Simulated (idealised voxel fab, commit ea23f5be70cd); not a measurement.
Process module in this document: voxel spacer lines
Cross-section cut: width 195 nm, square cells of 5 nm.
Bands, listed from the top down, are how a cross-section gets written in this document; the cross-section itself is a grid of square cells, and a band is one or more rows of them. Heights first: top, then bottom, in nm. Then materials, left to right, each with a width in nm. "everywhere" on a single material: fills the band edge to edge. "blank": empty space. Note: height 0 marks the level under which the wafer is uniformly one material as received. Lowest band unbounded below, written "top 0, no bottom". Top row gets the first number, bottom row gets the second, and each row in between changes by the same step: that is how a band width like "30 to 40" works. What does "same as before" mean for a step? It means no cell of the cross-section changed in that step. Empty spaces counting at least 8 cells and having no open way to the top are listed in "Closed void listing". The notation width x height at distance is used for each, the distance being from the left edge and all three values in nm. Step line, after settings: the simulator's comment on this step. "overlay nm", when on a step's line for a step with a mask, measures how far to the right of its planned place the mask lay; a negative measure means to the left. Heads up before you read on: it's before/after pairs around one process step each, after side only down to the lowest band that changed, step plus settings under the pair. Pairs can be from different runs of this module, same starting wafer, so only chain a pair onto the one above if its "Before step" entry says so.
-- Before step
  top 85, bottom 50 = resist (15) | blank (20) | resist (50) | blank (20) | resist (50) | blank (20) | resist (20)
  top 50, bottom 20 = polySi (15) | blank (20) | polySi (50) | blank (20) | polySi (50) | blank (20) | polySi (20)
  top 20, bottom 5 = TiN everywhere
  top 5, bottom 0 = Al2O3 everywhere
  top 0, no bottom = Si everywhere
  Closed void listing: none
-- Resulting Structure
  top 50, bottom 20 = polySi (15) | blank (20) | polySi (50) | blank (20) | polySi (50) | blank (20) | polySi (20)
  Nothing below the height 20 has changed.
  Closed void listing: none
What step was run between the cross-section before it and the cross-section after it, both above? STRIP,etch materials resist
Before step: nothing new to draw here, it's the after view of the pair just above.
-- Resulting Structure
  top 65, bottom 50 = SiO2 everywhere
  top 50, bottom 20 = polySi (15) | SiO2 (20) | polySi (50) | SiO2 (20) | polySi (50) | SiO2 (20) | polySi (20)
  Nothing below the height 20 has changed.
  Closed void listing: none
What step was run between the cross-section before it and the cross-section after it, both above? CONFORMAL_DEP,material SiO2,thk nm 15
Before step: nothing new to draw here, it's the after view of the pair just above.
-- Resulting Structure
  top 50, bottom 20 = polySi (15) | SiO2 (20) | polySi (50) | SiO2 (20) | polySi (50) | SiO2 (20) | polySi (20)
  Nothing below the height 20 has changed.
  Closed void listing: none
What step was run between the cross-section before it and the cross-section after it, both above? DIRECTIONAL_ETCH,etch materials SiO2,depth nm 15
Before step: nothing new to draw here, it's the after view of the pair just above.
-- Resulting Structure
  top 50, bottom 20 = blank (15) | SiO2 (20) | blank (50) | SiO2 (20) | blank (50) | SiO2 (20) | blank (20)
  Nothing below the height 20 has changed.
  Closed void listing: none
What step was run between the cross-section before it and the cross-section after it, both above? STRIP,etch materials polySi
Before step: nothing new to draw here, it's the after view of the pair just above.
-- Resulting Structure
  top 50, bottom 20 = blank (15) | SiO2 (20) | blank (50) | SiO2 (20) | blank (50) | SiO2 (20) | blank (20)
  top 20, bottom 5 = blank (15) | TiN (20) | blank (50) | TiN (20) | blank (50) | TiN (20) | blank (20)
  Nothing below the height 5 has changed.
  Closed void listing: none
What step was run between the cross-section before it and the cross-section after it, both above? DIRECTIONAL_ETCH,etch materials TiN,depth nm 15
Before step: nothing new to draw here, it's the after view of the pair just above.
-- Resulting Structure
  top 20, bottom 5 = blank (15) | TiN (20) | blank (50) | TiN (20) | blank (50) | TiN (20) | blank (20)
  Nothing below the height 5 has changed.
  Closed void listing: none
What step was run between the cross-section before it and the cross-section after it, both above? STRIP,etch materials SiO2
